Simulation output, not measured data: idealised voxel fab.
Process module, titled voxel released beams
For reference, the cross-section in this document is cut, with width 280 nm and square cells of 5 nm.
Cross-section, as written here: a square-cell grid given band by band from the top down, where a band holds one or more rows of cells. Band: top and bottom heights (nm) first, top before bottom; then materials from left to right, widths in nm. "throughout" marks a sole material filling the band edge to edge. "air" denotes empty space. Ref level 0: as-received wafer is one material below here. Bottom band extends down with no lower bound ("from 0 down"). It should be noted that a width expressed as "30->40" varies in equal increments from row to row of cells within the band, taking the value of the first number at the top row and that of the second number at the bottom row. You'll sometimes find "no change" written for a step, and that's the way of saying that nowhere in the cross-section did a cell change during that step. Listed in "Closed cavity list": every empty space of 8 or more cells without an open way to the top. Form: width x height at distance, the distance being from the left edge, all in nm. On each step's line, the part that comes after the settings is the simulator's own comment on the step. The setting "overlay nm" may be written on the line of a step. When the step uses a mask, the value reports how far to the right of the planned place the mask lay, and a negative value reports that it lay to the left.

## Planned step list for the process
1) RECEIVE (material Si)
2) CONFORMAL_DEP (material SiN; thk nm 5)
3) DIRECTIONAL_DEP (material SiO2; thk nm 20)
4) PATTERN (tone open; mask id ANCHOR; material resist; width nm 30; thk nm 15; overlay nm 0)
5) DIRECTIONAL_ETCH (etch materials SiO2; depth nm 20)
6) STRIP (etch materials resist)
7) CONFORMAL_DEP (material TiN; thk nm 10)
8) DIRECTIONAL_DEP (material aC; thk nm 10)
9) PATTERN (tone cover; mask id BEAM; material resist; width nm 105; thk nm 30; overlay nm 0)
10) DIRECTIONAL_ETCH (etch materials aC; depth nm 10)
11) STRIP (etch materials resist)
12) DIRECTIONAL_ETCH (etch materials TiN; depth nm 10)
13) STRIP (etch materials aC)
14) STRIP (etch materials SiO2)

## The first of a set of two wafers, run to plan

## Cross-section of the wafer at receipt, which is the condition after step 1
* from 0 down  Si throughout
* Closed cavity list: none

## Upon completion of step 2, the wafer appears in cross-section as shown
* from 5 to 0  SiN throughout
* Everything below 0 is unchanged.

## Upon completion of step 3, the wafer appears in cross-section as shown
* from 25 to 5  SiO2 throughout
* Everything below 5 is unchanged.

## Upon completion of step 4, the wafer appears in cross-section as shown
* from 40 to 25  resist=90 / air=30 / resist=160
* Everything below 25 is unchanged.

## Upon completion of step 5, the wafer appears in cross-section as shown
* from 40 to 25  resist=90 / air=30 / resist=160
* from 25 to 5  SiO2=90 / air=30 / SiO2=160
* Everything below 5 is unchanged.

## Upon completion of step 6, the wafer appears in cross-section as shown
* from 25 to 5  SiO2=90 / air=30 / SiO2=160
* Everything below 5 is unchanged.

## Upon completion of step 7, the wafer appears in cross-section as shown
* from 35 to 25  TiN=100 / air=10 / TiN=170
* from 25 to 15  SiO2=90 / TiN=10 / air=10 / TiN=10 / SiO2=160
* from 15 to 5  SiO2=90 / TiN=30 / SiO2=160
* Everything below 5 is unchanged.

## Upon completion of step 8, the wafer appears in cross-section as shown
* from 45 to 35  aC=100 / air=10 / aC=170
* from 35 to 25  TiN=100 / air=10 / TiN=170
* from 25 to 15  SiO2=90 / TiN=10 / aC=10 / TiN=10 / SiO2=160
* Everything below 15 is unchanged.

## Upon completion of step 9, the wafer appears in cross-section as shown
* from 75 to 45  air=85 / resist=105 / air=90
* from 45 to 35  aC=100 / resist=10 / aC=170
* from 35 to 25  TiN=100 / resist=10 / TiN=170
* Everything below 25 is unchanged.

## Upon completion of step 10, the wafer appears in cross-section as shown
* from 65 to 45  air=85 / resist=105 / air=90
* from 45 to 35  air=85 / aC=15 / resist=10 / aC=80 / air=90
* Everything below 35 is unchanged.

## Upon completion of step 11, the wafer appears in cross-section as shown
* from 45 to 35  air=85 / aC=15 / air=10 / aC=80 / air=90
* from 35 to 25  TiN=100 / air=10 / TiN=170
* Everything below 25 is unchanged.

## Upon completion of step 12, the wafer appears in cross-section as shown
* from 45 to 35  air=85 / aC=15 / air=10 / aC=80 / air=90
* from 35 to 25  air=85 / TiN=15 / air=10 / TiN=80 / air=90
* Everything below 25 is unchanged.

## Upon completion of step 13, the wafer appears in cross-section as shown
* from 35 to 25  air=85 / TiN=15 / air=10 / TiN=80 / air=90
* from 25 to 15  SiO2=90 / TiN=10 / air=10 / TiN=10 / SiO2=160
* Everything below 15 is unchanged.

## Upon completion of step 14, the wafer appears in cross-section as shown
* from 35 to 25  air=85 / TiN=15 / air=10 / TiN=80 / air=90
* from 25 to 15  air=90 / TiN=10 / air=10 / TiN=10 / air=160
* from 15 to 5  air=90 / TiN=30 / air=160
* Everything below 5 is unchanged.

## It is to be noted that the second wafer proceeded from the same initial state and according to the same plan as the first, although one mistake was committed in its execution; through step 3, inclusive, the two wafers share an identical history

## Cross-section of the second wafer corresponding to the planned conclusion of step 4
* from 40 to 25  air=90 / resist=30 / air=160
* Everything below 25 is unchanged.

## Cross-section of the second wafer corresponding to the planned conclusion of step 5
* from 40 to 25  air=90 / resist=30 / air=160
* from 25 to 5  air=90 / SiO2=30 / air=160
* Everything below 5 is unchanged.

## Cross-section of the second wafer corresponding to the planned conclusion of step 6
* from 25 to 5  air=90 / SiO2=30 / air=160
* Everything below 5 is unchanged.

## Cross-section of the second wafer corresponding to the planned conclusion of step 7
* from 35 to 25  air=80 / TiN=50 / air=150
* from 25 to 15  air=80 / TiN=10 / SiO2=30 / TiN=10 / air=150
* from 15 to 5  TiN=90 / SiO2=30 / TiN=160
* Everything below 5 is unchanged.

## Cross-section of the second wafer corresponding to the planned conclusion of step 8
* from 45 to 35  air=80 / aC=50 / air=150
* from 35 to 25  air=80 / TiN=50 / air=150
* from 25 to 15  aC=80 / TiN=10 / SiO2=30 / TiN=10 / aC=150
* Everything below 15 is unchanged.

## Cross-section of the second wafer corresponding to the planned conclusion of step 9
* from 75 to 45  air=85 / resist=105 / air=90
* from 45 to 35  air=80 / aC=50 / resist=60 / air=90
* from 35 to 25  air=80 / TiN=50 / resist=60 / air=90
* Everything below 25 is unchanged.

## Cross-section of the second wafer corresponding to the planned conclusion of step 10
* from 65 to 45  air=85 / resist=105 / air=90
* from 45 to 35  air=85 / aC=45 / resist=60 / air=90
* from 35 to 25  air=80 / TiN=50 / resist=60 / air=90
* from 25 to 15  air=80 / TiN=10 / SiO2=30 / TiN=10 / aC=60 / air=90
* Everything below 15 is unchanged.

## Cross-section of the second wafer corresponding to the planned conclusion of step 11
* from 45 to 35  air=85 / aC=45 / air=150
* from 35 to 25  air=80 / TiN=50 / air=150
* Everything below 25 is unchanged.

## Cross-section of the second wafer corresponding to the planned conclusion of step 12
* from 45 to 35  air=85 / aC=45 / air=150
* from 35 to 25  air=85 / TiN=45 / air=150
* from 25 to 15  air=80 / TiN=10 / SiO2=30 / TiN=10 / aC=60 / air=90
* from 15 to 5  air=80 / TiN=10 / SiO2=30 / TiN=70 / air=90
* Everything below 5 is unchanged.

## Cross-section of the second wafer corresponding to the planned conclusion of step 13
* from 35 to 25  air=85 / TiN=45 / air=150
* from 25 to 15  air=80 / TiN=10 / SiO2=30 / TiN=10 / air=150
* Everything below 15 is unchanged.

Cross-section of the second wafer corresponding to the planned conclusion of step 14: no change
Diagnosis: so step 4 ended up running with a different setting than we planned, it ran as PATTERN (tone cover; mask id ANCHOR; material resist; width nm 30; thk nm 15; overlay nm 0)
Wafer comparison, final, in cells, second relative to first, materials more or fewer: SiO2 +24
